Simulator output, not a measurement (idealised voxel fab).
Name of the process module below: voxel air gaps
Each square cell in cross-section cut measures 5 nm, and the section as a whole is 275 nm wide.
Cross-section format: a grid of square cells, given as bands from top to bottom; each band is one or more rows of cells. Top, bottom (nm), then materials left to right with widths (nm); lone material tagged "everywhere" fills the whole band edge to edge; "air" = empty space. Below 0: as-received wafer, all one material; heights counted from there. Lowest band: no bottom, goes on down, written "0 -> down". It should be noted that a width expressed as "30..40" varies in equal increments from row to row of cells within the band, taking the value of the first number at the top row and that of the second number at the bottom row. A step reported as "no modifications" is a step in which no cell of the cross-section changed. Closed-off voids of 8+ cells (no open route to the top) go in "Voids, fully enclosed", written width x height at distance from the left edge, in nm. It should be noted that, on the line of a given step, the content following the step's settings is a remark produced by the simulator itself with respect to that step. The line of a step may include "overlay nm". On a step with a mask, this value is how far to the right of its planned place the mask lay. A negative value means the mask lay to the left.
[This section lists the process steps that were planned]
1: RECEIVE: material Si
2: CONFORMAL_DEP: material SiO2, thk nm 10
3: CONFORMAL_DEP: material SiCN, thk nm 5
4: DIRECTIONAL_DEP: material SiO2, thk nm 40
5: DIRECTIONAL_DEP: material aC, thk nm 10
6: PATTERN: tone open, mask id LINES, material resist, width nm 25, pitch nm 55, thk nm 30, overlay nm 0
7: DIRECTIONAL_ETCH: etch materials aC, depth nm 10
8: STRIP: etch materials resist
9: DIRECTIONAL_ETCH: etch materials SiO2, depth nm 40
10: STRIP: etch materials aC
11: CONFORMAL_DEP: material TiN, thk nm 5
12: FILL_DEP: material Ru, thk nm 10
13: CMP: height nm 55
14: EPI: material Ru, thk nm 10
15: SELECTIVE_ETCH: etch materials SiO2, depth nm 50
16: CONFORMAL_DEP: material SiCN, thk nm 5
[as received, after step 1]
0 -> down | Si everywhere
Voids, fully enclosed: none
[first wafer at the end, as planned]
70 -> 65 | 55 nm air  165 nm SiCN  55 nm air
65 -> 55 | 55 nm air  5 nm SiCN  45 nm Ru  10 nm SiCN  45 nm Ru  10 nm SiCN  45 nm Ru  5 nm SiCN  55 nm air
55 -> 50 | 55 nm air  15 nm SiCN  5 nm TiN  15 nm Ru  5 nm TiN  30 nm SiCN  5 nm TiN  15 nm Ru  5 nm TiN  30 nm SiCN  5 nm TiN  15 nm Ru  5 nm TiN  15 nm SiCN  55 nm air
50 -> 20 | 65 nm air  5 nm SiCN  5 nm TiN  15 nm Ru  5 nm TiN  5 nm SiCN  20 nm air  5 nm SiCN  5 nm TiN  15 nm Ru  5 nm TiN  5 nm SiCN  20 nm air  5 nm SiCN  5 nm TiN  15 nm Ru  5 nm TiN  5 nm SiCN  65 nm air
20 -> 15 | 70 nm SiCN  25 nm TiN  30 nm SiCN  25 nm TiN  30 nm SiCN  25 nm TiN  70 nm SiCN
15 -> 10 | SiCN everywhere
10 -> 0 | SiO2 everywhere
0 -> down | Si everywhere
Voids, fully enclosed: 20 x 30 at 100; 20 x 30 at 155
[Second of two wafers, module complete, sectioned: it shares the first wafer's start and plan but was run with one mistake]
85 -> 80 | SiCN everywhere
80 -> 60 | Ru everywhere
60 -> 55 | 75 nm TiN  15 nm Ru  40 nm TiN  15 nm Ru  40 nm TiN  15 nm Ru  75 nm TiN
55 -> 20 | 70 nm SiO2  5 nm TiN  15 nm Ru  5 nm TiN  30 nm SiO2  5 nm TiN  15 nm Ru  5 nm TiN  30 nm SiO2  5 nm TiN  15 nm Ru  5 nm TiN  70 nm SiO2
20 -> 15 | 70 nm SiO2  25 nm TiN  30 nm SiO2  25 nm TiN  30 nm SiO2  25 nm TiN  70 nm SiO2
15 -> 10 | SiCN everywhere
10 -> 0 | SiO2 everywhere
0 -> down | Si everywhere
Voids, fully enclosed: none
Error vs. plan: plan step 13 never ran because it was skipped
Counted in cells at the end, the second wafer holds more or fewer of these materials than the first: Ru: 175 more; SiCN: 84 fewer; SiO2: 320 more; TiN: 46 more
End state: 2 closed voids on the first wafer, 0 on the second.
